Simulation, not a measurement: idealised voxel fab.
process module | voxel lift off
cross-section cut | 250 nm wide | cells 5 nm
A cross-section is a grid of square cells, given in bands from the top down. A band is one or more rows of cells.
Each band's line starts with the height of the band's top and of its bottom, in nm. Then come its materials from left to right, each with its width in nm. One material with "throughout" fills the band from edge to edge. "air" is empty space.
Height 0 is the level under which the wafer as received is all one material. The lowest band goes on downwards, as in "0 down".
A width such as "30 to 40" changes by the same amount from each row of cells to the next, from the band's top row to its bottom row.
"no change" after a step means that no cell of the cross-section changed.
closed voids: empty space of 8 cells or more with no open way to the top, each as width x height at its distance from the left edge, in nm
after a step's settings: what the simulator itself notes on the step
overlay nm, on a step with a mask: how far to the right of its planned place the mask lay; to the left if negative
plan
1 op RECEIVE | material Si
2 op CONFORMAL_DEP | material Al2O3 | thk nm 10
3 op PATTERN | tone open | mask id LINES | material resist | width nm 15 | pitch nm 35 | thk nm 20 | overlay nm -15
4 op DIRECTIONAL_DEP | material Ru | thk nm 10
5 op STRIP | etch materials resist
6 op CONFORMAL_DEP | material SiN | thk nm 5
varied across the wafers: overlay nm of step 3. The plan shows the first wafer's value. All wafers start alike
first wafer as received, after step 1
  0 down: Si throughout
  closed voids: none
first wafer at the end, after step 6
  25 to 20: air 80 | SiN 25 | air 10 | SiN 25 | air 110
  20 to 15: air 80 | SiN 5 | Ru 15 | SiN 5 | air 10 | SiN 5 | Ru 15 | SiN 5 | air 110
  15 to 10: SiN 85 | Ru 15 | SiN 20 | Ru 15 | SiN 115
  10 to 0: Al2O3 throughout
  0 down: Si throughout
  closed voids: none
last wafer at the end
  25 to 20: air 110 | SiN 25 | air 10 | SiN 25 | air 80
  20 to 15: air 110 | SiN 5 | Ru 15 | SiN 5 | air 10 | SiN 5 | Ru 15 | SiN 5 | air 80
  15 to 10: SiN 115 | Ru 15 | SiN 20 | Ru 15 | SiN 85
  10 to 0: Al2O3 throughout
  0 down: Si throughout
  closed voids: none
each wafer at the end: cells of each material gained (+) or lost (-) since it was received, then its closed voids
overlay nm -15 | +100 Al2O3 | +12 Ru | +58 SiN | closed voids: none
overlay nm -10 | +100 Al2O3 | +12 Ru | +58 SiN | closed voids: none
overlay nm -5 | +100 Al2O3 | +12 Ru | +58 SiN | closed voids: none
overlay nm 0 | +100 Al2O3 | +12 Ru | +58 SiN | closed voids: none
overlay nm 5 | +100 Al2O3 | +12 Ru | +58 SiN | closed voids: none
overlay nm 10 | +100 Al2O3 | +12 Ru | +58 SiN | closed voids: none
overlay nm 15 | +100 Al2O3 | +12 Ru | +58 SiN | closed voids: none
